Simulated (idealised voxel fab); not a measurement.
Process module heading - voxel fin reveal
Section cut is 240 nm wide and gridded with 5 nm square cells.
For the purposes of this document, a cross-section shall be understood as a grid of square cells, specified as bands listed in top-to-bottom order, each band consisting of one or more rows of cells.
This entry defines a band. It first specifies the height of the band's top and the height of its bottom in nm, and then specifies the band's materials from left to right, stating each material with its width in nm. The word "edge to edge" identifies a single material that fills the band from edge to edge, while the word "empty" identifies empty space.
Note: height 0 marks the level under which the wafer is uniformly one material as received. Lowest band unbounded below, written "top 0, no bottom".
Width spec "30->40" -> top row of cells at first value, bottom row at second value, equal per-row change in between.
"no alterations made" means the step left every cell of the cross-section as it was.
"Entrapped voids" means: voids of 8 cells or more that are shut off from the top with no open way through. Written width x height at distance, distance from the left edge, in nm.
Step line, after settings: the simulator's comment on this step.
Each step line may optionally specify "overlay nm", which for a step with a mask gives the rightward distance between the mask's planned place and where it lay, a negative value indicating the leftward direction.

THE PROCESS STEPS THAT WERE PLANNED ARE LISTED BELOW
1: RECEIVE with material Si
2: CONFORMAL_DEP with material SiN, thk nm 5
3: DIRECTIONAL_DEP with material aC, thk nm 15
4: PATTERN with tone cover, mask id FINS, material resist, width nm 15, pitch nm 45, thk nm 35, overlay nm 0
5: DIRECTIONAL_ETCH with etch materials aC, depth nm 15
6: STRIP with etch materials resist
7: DIRECTIONAL_ETCH with etch materials SiN, depth nm 5
8: DIRECTIONAL_ETCH with etch materials Si, depth nm 35
9: STRIP with etch materials aC
10: FILL_DEP with material SiO2, thk nm 15
11: CMP with height nm 5
12: SELECTIVE_ETCH with etch materials SiO2, depth nm 30
13: STRIP with etch materials SiN
14: CONFORMAL_DEP with material HfO2, thk nm 5

CROSS-SECTION OF THE WAFER AS IT CAME TO US, I.E., ALREADY THROUGH STEP 1
  top 0, no bottom  Si edge to edge
  Entrapped voids: none

CROSS-SECTION TAKEN AT MODULE COMPLETION ON THE FIRST OF TWO WAFERS; PROCESSED PER THE PLAN
  top 5, bottom 0  empty=60 | HfO2=25 | empty=20 | HfO2=25 | empty=20 | HfO2=25 | empty=65
  top 0, bottom -20  empty=60 | HfO2=5 | Si=15 | HfO2=5 | empty=20 | HfO2=5 | Si=15 | HfO2=5 | empty=20 | HfO2=5 | Si=15 | HfO2=5 | empty=65
  top -20, bottom -25  HfO2=65 | Si=15 | HfO2=30 | Si=15 | HfO2=30 | Si=15 | HfO2=70
  top -25, bottom -35  SiO2=65 | Si=15 | SiO2=30 | Si=15 | SiO2=30 | Si=15 | SiO2=70
  top -35, no bottom  Si edge to edge
  Entrapped voids: none

END-OF-MODULE CROSS-SECTION OF THE SECOND WAFER: IDENTICAL STARTING POINT AND PROCESS PLAN TO THE FIRST, WITH ONE PROCESSING MISTAKE
  top 5, bottom 0  HfO2=70 | empty=5 | HfO2=40 | empty=5 | HfO2=40 | empty=5 | HfO2=75
  top 0, bottom -20  Si=65 | HfO2=5 | empty=5 | HfO2=5 | Si=30 | HfO2=5 | empty=5 | HfO2=5 | Si=30 | HfO2=5 | empty=5 | HfO2=5 | Si=70
  top -20, bottom -25  Si=65 | HfO2=15 | Si=30 | HfO2=15 | Si=30 | HfO2=15 | Si=70
  top -25, bottom -35  Si=65 | SiO2=15 | Si=30 | SiO2=15 | Si=30 | SiO2=15 | Si=70
  top -35, no bottom  Si edge to edge
  Entrapped voids: none
What was done differently from what was planned? step 4 did not happen as planned, as run it was PATTERN with tone open, mask id FINS, material resist, width nm 15, pitch nm 45, thk nm 35, overlay nm 0
Heads up, by the end the second wafer has more or fewer cells of some materials compared to the first: Si: 210 more, SiO2: 60 fewer
